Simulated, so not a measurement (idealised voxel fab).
process module | voxel capacitor over wiring
cross-section cut | 160 nm wide | cells 5 nm
A cross-section is a grid of square cells, given in bands from the top down. A band is one or more rows of cells.
Each band's line starts with the height of the band's top and of its bottom, in nm. Then come its materials from left to right, each with its width in nm. One material with "throughout" fills the band from edge to edge. "air" is empty space.
Height 0 is the level under which the wafer as received is all one material. The lowest band goes on downwards, as in "0 down".
A width such as "30 to 40" changes by the same amount from each row of cells to the next, from the band's top row to its bottom row.
"no change" after a step means that no cell of the cross-section changed.
closed voids: empty space of 8 cells or more with no open way to the top, each as width x height at its distance from the left edge, in nm
after a step's settings: what the simulator itself notes on the step
overlay nm, on a step with a mask: how far to the right of its planned place the mask lay; to the left if negative
plan
1 op RECEIVE | material Si
2 op CONFORMAL_DEP | material SiO2 | thk nm 10
3 op DIRECTIONAL_DEP | material TiN | thk nm 5
4 op DIRECTIONAL_DEP | material Ru | thk nm 15
5 op MASKED_ETCH | tone cover | mask id METAL_1 | width nm 20 | pitch nm 90 | etch materials Ru | depth nm 15 | overlay nm 0
6 op MASKED_ETCH | tone cover | mask id METAL_1 | width nm 20 | pitch nm 90 | etch materials TiN | depth nm 5 | overlay nm 0
7 op CONFORMAL_DEP | material SiN | thk nm 5
8 op FILL_DEP | material lowk | thk nm 5
9 op CMP | height nm 30
10 op CONFORMAL_DEP | material SiCN | thk nm 5
11 op DIRECTIONAL_DEP | material lowk | thk nm 20
12 op DIRECTIONAL_DEP | material aC | thk nm 10
13 op PATTERN | tone open | mask id PLUG_1 | material resist | width nm 15 | thk nm 25 | overlay nm 0
14 op DIRECTIONAL_ETCH | etch materials aC | depth nm 10
15 op STRIP | etch materials resist
16 op DIRECTIONAL_ETCH | etch materials lowk | depth nm 20
17 op DIRECTIONAL_ETCH | etch materials SiCN | depth nm 5
18 op STRIP | etch materials aC
19 op EPI | material Ru | thk nm 10
20 op EPI | material Ru | thk nm 10
21 op EPI | material Ru | thk nm 5
22 op DIRECTIONAL_DEP | material TiN | thk nm 10
23 op DIRECTIONAL_DEP | material Al2O3 | thk nm 5
24 op DIRECTIONAL_DEP | material TiN | thk nm 10
25 op MASKED_ETCH | tone cover | mask id UPPER_PLATE | width nm 75 | etch materials TiN | depth nm 10 | overlay nm 0
26 op MASKED_ETCH | tone cover | mask id UPPER_PLATE | width nm 75 | etch materials Al2O3 | depth nm 5 | overlay nm 0
27 op DIRECTIONAL_DEP | material aC | thk nm 15
28 op PATTERN | tone cover | mask id LOWER_PLATE | material resist | width nm 85 | thk nm 35 | overlay nm 0
29 op DIRECTIONAL_ETCH | etch materials aC | depth nm 15
30 op STRIP | etch materials resist
31 op DIRECTIONAL_ETCH | etch materials TiN | depth nm 10
32 op STRIP | etch materials aC
33 op FILL_DEP | material SiO2 | thk nm 20
34 op CMP | height nm 95
35 op PATTERN | tone open | mask id PLUG_2 | material resist | width nm 15 | thk nm 20 | overlay nm 0
36 op DIRECTIONAL_ETCH | etch materials SiO2 | depth nm 15
37 op STRIP | etch materials resist
38 op CONFORMAL_DEP | material TiN | thk nm 5
39 op FILL_DEP | material Cu | thk nm 5
40 op CMP | height nm 95
41 op CONFORMAL_DEP | material SiCN | thk nm 5
as received, after step 1
  0 down: Si throughout
  closed voids: none
a wafer at the end: this start, this plan, one mistake
  100 to 95: SiCN throughout
  95 to 85: SiO2 40 | TiN 5 | Cu 5 | TiN 5 | SiO2 105
  85 to 80: SiO2 40 | TiN 15 | SiO2 105
  80 to 70: SiO2 throughout
  70 to 65: Al2O3 throughout
  65 to 55: TiN throughout
  55 to 35: lowk 30 | Ru 15 | lowk 115
  35 to 30: SiCN 30 | Ru 15 | SiCN 115
  30 to 15: lowk 20 | SiN 5 | Ru 20 | SiN 5 | lowk 60 | SiN 5 | Ru 20 | SiN 5 | lowk 20
  15 to 10: SiN 25 | TiN 20 | SiN 70 | TiN 20 | SiN 25
  10 to 0: SiO2 throughout
  0 down: Si throughout
  closed voids: none
what went wrong: step 24 ran as: op DIRECTIONAL_DEP | material SiO2 | thk nm 10
